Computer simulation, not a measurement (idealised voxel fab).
process module | voxel capacitor over wiring
cross-section cut | 295 nm wide | cells 5 nm
A cross-section is a grid of square cells, given in bands from the top down. A band is one or more rows of cells.
Each band's line starts with the height of the band's top and of its bottom, in nm. Then come its materials from left to right, each with its width in nm. One material with "throughout" fills the band from edge to edge. "air" is empty space.
Height 0 is the level under which the wafer as received is all one material. The lowest band goes on downwards, as in "0 down".
A width such as "30 to 40" changes by the same amount from each row of cells to the next, from the band's top row to its bottom row.
"no change" after a step means that no cell of the cross-section changed.
closed voids: empty space of 8 cells or more with no open way to the top, each as width x height at its distance from the left edge, in nm
after a step's settings: what the simulator itself notes on the step
overlay nm, on a step with a mask: how far to the right of its planned place the mask lay; to the left if negative
plan
1 op RECEIVE | material Si
2 op CONFORMAL_DEP | material SiO2 | thk nm 15
3 op CONFORMAL_DEP | material SiCN | thk nm 5
4 op DIRECTIONAL_DEP | material SiO2 | thk nm 25
5 op PATTERN | tone open | mask id METAL_1 | material resist | width nm 30 | pitch nm 95 | thk nm 20 | overlay nm 0
6 op DIRECTIONAL_ETCH | etch materials SiO2 | depth nm 25
7 op DIRECTIONAL_ETCH | etch materials SiCN | depth nm 5
8 op STRIP | etch materials resist
9 op CONFORMAL_DEP | material TiN | thk nm 5
10 op FILL_DEP | material Cu | thk nm 10
11 op CMP | height nm 45
12 op CONFORMAL_DEP | material SiCN | thk nm 5
13 op DIRECTIONAL_DEP | material SiO2 | thk nm 10
14 op MASKED_ETCH | tone open | mask id PLUG_1 | width nm 15 | etch materials SiO2 | depth nm 10 | overlay nm 0
15 op MASKED_ETCH | tone open | mask id PLUG_1 | width nm 15 | etch materials SiCN | depth nm 5 | overlay nm 0
16 op EPI | material Ru | thk nm 10
17 op EPI | material Ru | thk nm 5
18 op DIRECTIONAL_DEP | material TiN | thk nm 5
19 op DIRECTIONAL_DEP | material SiN | thk nm 5
20 op DIRECTIONAL_DEP | material TiN | thk nm 5
21 op MASKED_ETCH | tone cover | mask id UPPER_PLATE | width nm 70 | etch materials TiN | depth nm 5 | overlay nm 0
22 op MASKED_ETCH | tone cover | mask id UPPER_PLATE | width nm 70 | etch materials SiN | depth nm 5 | overlay nm 0
23 op DIRECTIONAL_DEP | material aC | thk nm 15
24 op PATTERN | tone cover | mask id LOWER_PLATE | material resist | width nm 80 | thk nm 35 | overlay nm 0
25 op DIRECTIONAL_ETCH | etch materials aC | depth nm 15
26 op STRIP | etch materials resist
27 op DIRECTIONAL_ETCH | etch materials TiN | depth nm 5
28 op STRIP | etch materials aC
29 op FILL_DEP | material SiO2 | thk nm 15
30 op CMP | height nm 85
31 op DIRECTIONAL_DEP | material aC | thk nm 10
32 op PATTERN | tone open | mask id PLUG_2 | material resist | width nm 15 | thk nm 25 | overlay nm 0
33 op DIRECTIONAL_ETCH | etch materials aC | depth nm 10
34 op STRIP | etch materials resist
35 op DIRECTIONAL_ETCH | etch materials SiO2 | depth nm 10
36 op STRIP | etch materials aC
37 op CONFORMAL_DEP | material TiN | thk nm 5
38 op FILL_DEP | material Ru | thk nm 5
39 op CMP | height nm 85
40 op CONFORMAL_DEP | material SiCN | thk nm 5
as received, after step 1
  0 down: Si throughout
  closed voids: none
first wafer at the end, as planned
  90 to 85: SiCN throughout
  85 to 80: SiO2 110 | TiN 5 | Ru 5 | TiN 5 | SiO2 170
  80 to 70: SiO2 110 to 100 | TiN 15 to 70 | SiO2 170 to 125
  70 to 65: SiO2 100 | SiN 70 | SiO2 125
  65 to 60: SiO2 95 | TiN 80 | SiO2 120
  60 to 50: SiO2 100 | Ru 15 | SiO2 180
  50 to 45: SiCN 100 | Ru 15 | SiCN 180
  45 to 20: SiO2 85 | TiN 5 | Cu 20 | TiN 5 | SiO2 65 | TiN 5 | Cu 20 | TiN 5 | SiO2 85
  20 to 15: SiCN 85 | TiN 30 | SiCN 65 | TiN 30 | SiCN 85
  15 to 0: SiO2 throughout
  0 down: Si throughout
  closed voids: none
second wafer at the end: like start, like plan, one mistake
  90 to 85: SiCN throughout
  85 to 80: SiO2 110 | TiN 5 | Ru 5 | TiN 5 | SiO2 170
  80 to 70: SiO2 110 to 100 | TiN 15 to 70 | SiO2 170 to 125
  70 to 65: SiO2 100 | SiN 70 | SiO2 125
  65 to 60: SiO2 95 | TiN 80 | SiO2 120
  60 to 50: SiO2 100 | Ru 15 | SiO2 180
  50 to 45: SiCN 100 | Ru 15 | SiCN 180
  45 to 30: SiO2 85 | TiN 5 | Cu 20 | TiN 5 | SiO2 65 | TiN 5 | Cu 20 | TiN 5 | SiO2 85
  30 to 25: SiCN 85 | TiN 30 | SiCN 65 | TiN 30 | SiCN 85
  25 to 15: SiCN throughout
  15 to 0: SiO2 throughout
  0 down: Si throughout
  closed voids: none
what went wrong: step 3 ran as: op CONFORMAL_DEP | material SiCN | thk nm 15
at the end the second wafer has, in cells: 16 fewer of Cu | 118 more of SiCN | 94 fewer of SiO2 | 8 fewer of TiN
